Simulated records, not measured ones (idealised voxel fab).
process module | voxel transistor to metal
cross-section cut | 160 nm wide | cells 5 nm
A cross-section is a grid of square cells, given in bands from the top down. A band is one or more rows of cells.
Each band's line starts with the height of the band's top and of its bottom, in nm. Then come its materials from left to right, each with its width in nm. One material with "throughout" fills the band from edge to edge. "air" is empty space.
Height 0 is the level under which the wafer as received is all one material. The lowest band goes on downwards, as in "0 down".
A width such as "30 to 40" changes by the same amount from each row of cells to the next, from the band's top row to its bottom row.
"no change" after a step means that no cell of the cross-section changed.
closed voids: empty space of 8 cells or more with no open way to the top, each as width x height at its distance from the left edge, in nm
after a step's settings: what the simulator itself notes on the step
overlay nm, on a step with a mask: how far to the right of its planned place the mask lay; to the left if negative
plan
1 op RECEIVE | material Si
2 op CONFORMAL_DEP | material SiO2 | thk nm 5
3 op CONFORMAL_DEP | material SiN | thk nm 15
4 op MASKED_ETCH | tone cover | mask id ACTIVE | width nm 125 | etch materials SiN | depth nm 15 | overlay nm 0
5 op MASKED_ETCH | tone cover | mask id ACTIVE | width nm 125 | etch materials SiO2 | depth nm 5 | overlay nm 0
6 op MASKED_ETCH | tone cover | mask id ACTIVE | width nm 125 | etch materials Si | depth nm 25 | overlay nm 0
7 op FILL_DEP | material SiO2 | thk nm 15
8 op CMP | height nm 20
9 op SELECTIVE_ETCH | etch materials SiO2 | depth nm 15
10 op STRIP | etch materials SiN
11 op SELECTIVE_ETCH | etch materials SiO2 | depth nm 5
12 op OXIDIZE | depth nm 5
13 op DIRECTIONAL_DEP | material polySi | thk nm 30
14 op DIRECTIONAL_DEP | material SiCN | thk nm 10
15 op DIRECTIONAL_DEP | material aC | thk nm 10
16 op PATTERN | tone cover | mask id GATE | material resist | width nm 25 | thk nm 25 | overlay nm 0
17 op DIRECTIONAL_ETCH | etch materials aC | depth nm 10
18 op STRIP | etch materials resist
19 op DIRECTIONAL_ETCH | etch materials SiCN | depth nm 20
20 op DIRECTIONAL_ETCH | etch materials polySi | depth nm 40
21 op STRIP | etch materials aC
22 op CONFORMAL_DEP | material SiO2 | thk nm 5
23 op DIRECTIONAL_ETCH | etch materials SiO2 | depth nm 5
24 op CONFORMAL_DEP | material SiN | thk nm 10
25 op DIRECTIONAL_ETCH | etch materials SiN | depth nm 10
26 op DIRECTIONAL_ETCH | etch materials SiO2 | depth nm 5
27 op EPI | material pSi | thk nm 5
28 op FILL_DEP | material SiO2 | thk nm 10
29 op CMP | height nm 30
30 op STRIP | etch materials polySi
31 op SELECTIVE_ETCH | etch materials SiO2 | depth nm 5
32 op CONFORMAL_DEP | material HfO2 | thk nm 5
33 op CONFORMAL_DEP | material TiN | thk nm 5
34 op FILL_DEP | material W | thk nm 5
35 op CMP | height nm 25
36 op DIRECTIONAL_DEP | material SiO2 | thk nm 10
37 op PATTERN | tone open | mask id CONTACT | material resist | width nm 20 | pitch nm 85 | thk nm 20 | overlay nm 0
38 op DIRECTIONAL_ETCH | etch materials SiO2 | depth nm 35
39 op STRIP | etch materials resist
40 op CONFORMAL_DEP | material TiN | thk nm 5
41 op FILL_DEP | material Ru | thk nm 5
42 op CMP | height nm 35
43 op DIRECTIONAL_DEP | material TiN | thk nm 5
44 op DIRECTIONAL_DEP | material W | thk nm 25
45 op MASKED_ETCH | tone cover | mask id METAL_1 | width nm 20 | pitch nm 85 | etch materials W | depth nm 25 | overlay nm 0
46 op MASKED_ETCH | tone cover | mask id METAL_1 | width nm 20 | pitch nm 85 | etch materials TiN | depth nm 5 | overlay nm 0
47 op CONFORMAL_DEP | material SiCN | thk nm 5
48 op FILL_DEP | material lowk | thk nm 10
49 op CMP | height nm 65
50 op CONFORMAL_DEP | material SiCN | thk nm 5
51 op DIRECTIONAL_DEP | material SiO2 | thk nm 25
52 op MASKED_ETCH | tone open | mask id METAL_2 | width nm 20 | pitch nm 85 | etch materials SiO2 | depth nm 15 | overlay nm 0
53 op DIRECTIONAL_DEP | material aC | thk nm 15
54 op PATTERN | tone open | mask id METAL_2_HOLES | material resist | width nm 15 | pitch nm 85 | thk nm 30 | overlay nm 0
55 op DIRECTIONAL_ETCH | etch materials aC | depth nm 15
56 op STRIP | etch materials resist
57 op DIRECTIONAL_ETCH | etch materials SiO2 | depth nm 10
58 op DIRECTIONAL_ETCH | etch materials SiCN | depth nm 5
59 op STRIP | etch materials aC
60 op CONFORMAL_DEP | material TiN | thk nm 5
61 op FILL_DEP | material Cu | thk nm 5
62 op CMP | height nm 95
63 op CONFORMAL_DEP | material SiCN | thk nm 5
as received, after step 1
  0 down: Si throughout
  closed voids: none
first wafer at the end, as planned
  100 to 95: SiCN throughout
  95 to 85: SiO2 25 | TiN 5 | Cu 10 | TiN 5 | SiO2 65 | TiN 5 | Cu 10 | TiN 5 | SiO2 30
  85 to 80: SiO2 25 | TiN 5 | Cu 5 | TiN 10 | SiO2 65 | TiN 5 | Cu 5 | TiN 10 | SiO2 30
  80 to 70: SiO2 25 | TiN 5 | Cu 5 | TiN 5 | SiO2 70 | TiN 5 | Cu 5 | TiN 5 | SiO2 35
  70 to 65: SiCN 25 | TiN 15 | SiCN 70 | TiN 15 | SiCN 35
  65 to 40: lowk 20 | SiCN 5 | W 20 | SiCN 5 | lowk 55 | SiCN 5 | W 20 | SiCN 5 | lowk 25
  40 to 35: SiCN 25 | TiN 20 | SiCN 65 | TiN 20 | SiCN 30
  35 to 25: SiO2 25 | TiN 5 | Ru 10 | TiN 5 | SiO2 65 | TiN 5 | Ru 10 | TiN 5 | SiO2 30
  25 to 5: SiO2 25 | TiN 5 | Ru 10 | TiN 5 | SiO2 5 | SiN 10 | HfO2 5 | TiN 5 | W 15 | TiN 5 | HfO2 5 | SiN 10 | SiO2 5 | TiN 5 | Ru 10 | TiN 5 | SiO2 30
  5 to 0: SiO2 25 | TiN 20 | SiO2 5 | SiN 10 | HfO2 5 | TiN 25 | HfO2 5 | SiN 10 | SiO2 5 | TiN 20 | SiO2 30
  0 to -5: SiO2 10 | pSi 40 | SiO2 10 | HfO2 35 | SiO2 10 | pSi 40 | SiO2 15
  -5 to -25: SiO2 15 | Si 125 | SiO2 20
  -25 down: Si throughout
  closed voids: none
second wafer at the end: like start, like plan, one mistake
  100 to 95: SiCN throughout
  95 to 85: SiO2 25 | TiN 5 | Cu 10 | TiN 5 | SiO2 65 | TiN 5 | Cu 10 | TiN 5 | SiO2 30
  85 to 80: SiO2 25 | TiN 5 | Cu 5 | TiN 10 | SiO2 65 | TiN 5 | Cu 5 | TiN 10 | SiO2 30
  80 to 70: SiO2 25 | TiN 5 | Cu 5 | TiN 5 | SiO2 70 | TiN 5 | Cu 5 | TiN 5 | SiO2 35
  70 to 65: SiCN 25 | TiN 15 | SiCN 70 | TiN 15 | SiCN 35
  65 to 40: lowk 20 | SiCN 5 | W 20 | SiCN 5 | lowk 55 | SiCN 5 | W 20 | SiCN 5 | lowk 25
  40 to 35: SiCN 25 | TiN 20 | SiCN 65 | TiN 20 | SiCN 30
  35 to 30: Ru 20 | TiN 5 | SiO2 20 | TiN 5 | Ru 55 | TiN 5 | SiO2 20 | TiN 5 | Ru 25
  30 to 25: Ru 20 | TiN 5 | SiO2 20 | TiN 65 | SiO2 20 | TiN 5 | Ru 25
  25 to 5: Ru 20 | TiN 5 | SiO2 20 | TiN 5 | SiN 10 | HfO2 5 | TiN 5 | W 15 | TiN 5 | HfO2 5 | SiN 10 | TiN 5 | SiO2 20 | TiN 5 | Ru 25
  5 to 0: TiN 25 | SiO2 20 | TiN 5 | SiN 10 | HfO2 5 | TiN 25 | HfO2 5 | SiN 10 | TiN 5 | SiO2 20 | TiN 30
  0 to -5: SiO2 10 | pSi 40 | SiO2 10 | HfO2 35 | SiO2 10 | pSi 40 | SiO2 15
  -5 to -25: SiO2 15 | Si 125 | SiO2 20
  -25 down: Si throughout
  closed voids: none
what went wrong: step 37 ran as: op PATTERN | tone cover | mask id CONTACT | material resist | width nm 20 | pitch nm 85 | thk nm 20 | overlay nm 0
at the end the second wafer has, in cells: 41 more of Ru | 57 fewer of SiO2 | 16 more of TiN
